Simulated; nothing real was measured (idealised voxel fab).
Module name: voxel trench capacitor (process module)
Xsec cut, 300 nm wide, square cell size 5 nm.
Cross-section layout: square cells on a grid; listed as bands, top to bottom; a band spans one or more cell rows. First you get the band's top height and its bottom height, in nm, and then the materials it's made of, left to right, with each width in nm. If you see a single material with "full width", that one covers the band edge to edge. "blank" is empty space. A quick word on heights: they are counted from 0, and under that level the wafer as it came to us is one material throughout. The lowest band is different from the rest in having no bottom; it simply continues downward, written as in "0 and below". With a width like "30..40", each row of cells in the band differs from the next by the same amount, the top row carrying the first number and the bottom row the second. "nothing changed" (step): cross-section cells unchanged, all of them. Entry "Closed voids list" = empty spaces >= 8 cells with no open way to the top; each as width x height at distance, distance from left edge, all nm. Past the settings on a step's line: simulator remark, on that step. "overlay nm", when on a step's line for a step with a mask, measures how far to the right of its planned place the mask lay; a negative measure means to the left.

THE FOLLOWING LIST GIVES THE PLANNED PROCESS STEPS
1,RECEIVE, material Si
2,CONFORMAL_DEP, material SiN, thk nm 10
3,MASKED_ETCH, tone open, mask id TRENCH, width nm 30, pitch nm 55, etch materials SiN, depth nm 10, overlay nm 0
4,MASKED_ETCH, tone open, mask id TRENCH, width nm 30, pitch nm 55, etch materials Si, depth nm 30, overlay nm 0
5,CONFORMAL_DEP, material HfO2, thk nm 5
6,CONFORMAL_DEP, material TiN, thk nm 5
7,FILL_DEP, material W, thk nm 10
8,CMP, height nm 10

THIS IS THE CROSS-SECTION OF THE WAFER AS WE RECEIVED IT, I.E. AFTER STEP 1
  0 and below  Si full width
  Closed voids list: none

FIRST OF TWO WAFERS: CROSS-SECTION AT END OF MODULE, RUN PER PLAN
  10 down to 0  50 nm SiN | 5 nm HfO2 | 5 nm TiN | 10 nm W | 5 nm TiN | 5 nm HfO2 | 25 nm SiN | 5 nm HfO2 | 5 nm TiN | 10 nm W | 5 nm TiN | 5 nm HfO2 | 25 nm SiN | 5 nm HfO2 | 5 nm TiN | 10 nm W | 5 nm TiN | 5 nm HfO2 | 25 nm SiN | 5 nm HfO2 | 5 nm TiN | 10 nm W | 5 nm TiN | 5 nm HfO2 | 55 nm SiN
  0 down to -20  50 nm Si | 5 nm HfO2 | 5 nm TiN | 10 nm W | 5 nm TiN | 5 nm HfO2 | 25 nm Si | 5 nm HfO2 | 5 nm TiN | 10 nm W | 5 nm TiN | 5 nm HfO2 | 25 nm Si | 5 nm HfO2 | 5 nm TiN | 10 nm W | 5 nm TiN | 5 nm HfO2 | 25 nm Si | 5 nm HfO2 | 5 nm TiN | 10 nm W | 5 nm TiN | 5 nm HfO2 | 55 nm Si
  -20 down to -25  50 nm Si | 5 nm HfO2 | 20 nm TiN | 5 nm HfO2 | 25 nm Si | 5 nm HfO2 | 20 nm TiN | 5 nm HfO2 | 25 nm Si | 5 nm HfO2 | 20 nm TiN | 5 nm HfO2 | 25 nm Si | 5 nm HfO2 | 20 nm TiN | 5 nm HfO2 | 55 nm Si
  -25 down to -30  50 nm Si | 30 nm HfO2 | 25 nm Si | 30 nm HfO2 | 25 nm Si | 30 nm HfO2 | 25 nm Si | 30 nm HfO2 | 55 nm Si
  -30 and below  Si full width
  Closed voids list: none

NOW THE SECOND WAFER, CROSS-SECTIONED AT THE END OF THE MODULE. NOTHING DIFFERENT AT THE START, NOTHING DIFFERENT IN THE PLAN COMPARED WITH THE FIRST, JUST ONE MISTAKE WHEN IT WAS ACTUALLY RUN
  10 down to 0  50 nm SiN | 5 nm HfO2 | 5 nm TiN | 10 nm W | 5 nm TiN | 5 nm HfO2 | 25 nm SiN | 5 nm HfO2 | 5 nm TiN | 10 nm W | 5 nm TiN | 5 nm HfO2 | 25 nm SiN | 5 nm HfO2 | 5 nm TiN | 10 nm W | 5 nm TiN | 5 nm HfO2 | 25 nm SiN | 5 nm HfO2 | 5 nm TiN | 10 nm W | 5 nm TiN | 5 nm HfO2 | 55 nm SiN
  0 down to -15  50 nm Si | 5 nm HfO2 | 5 nm TiN | 10 nm W | 5 nm TiN | 5 nm HfO2 | 25 nm Si | 5 nm HfO2 | 5 nm TiN | 10 nm W | 5 nm TiN | 5 nm HfO2 | 25 nm Si | 5 nm HfO2 | 5 nm TiN | 10 nm W | 5 nm TiN | 5 nm HfO2 | 25 nm Si | 5 nm HfO2 | 5 nm TiN | 10 nm W | 5 nm TiN | 5 nm HfO2 | 55 nm Si
  -15 down to -20  50 nm Si | 5 nm HfO2 | 20 nm TiN | 5 nm HfO2 | 25 nm Si | 5 nm HfO2 | 20 nm TiN | 5 nm HfO2 | 25 nm Si | 5 nm HfO2 | 20 nm TiN | 5 nm HfO2 | 25 nm Si | 5 nm HfO2 | 20 nm TiN | 5 nm HfO2 | 55 nm Si
  -20 down to -25  50 nm Si | 30 nm HfO2 | 25 nm Si | 30 nm HfO2 | 25 nm Si | 30 nm HfO2 | 25 nm Si | 30 nm HfO2 | 55 nm Si
  -25 and below  Si full width
  Closed voids list: none
What broke from the plan during processing? off-plan run, step 4, actual operation and settings MASKED_ETCH, tone open, mask id TRENCH, width nm 30, pitch nm 55, etch materials Si, depth nm 25, overlay nm 0
Upon completion, the second wafer contains, in terms of cells, a greater or smaller amount of certain materials than the first wafer: 8 fewer of HfO2, 24 more of Si, 8 fewer of TiN, 8 fewer of W
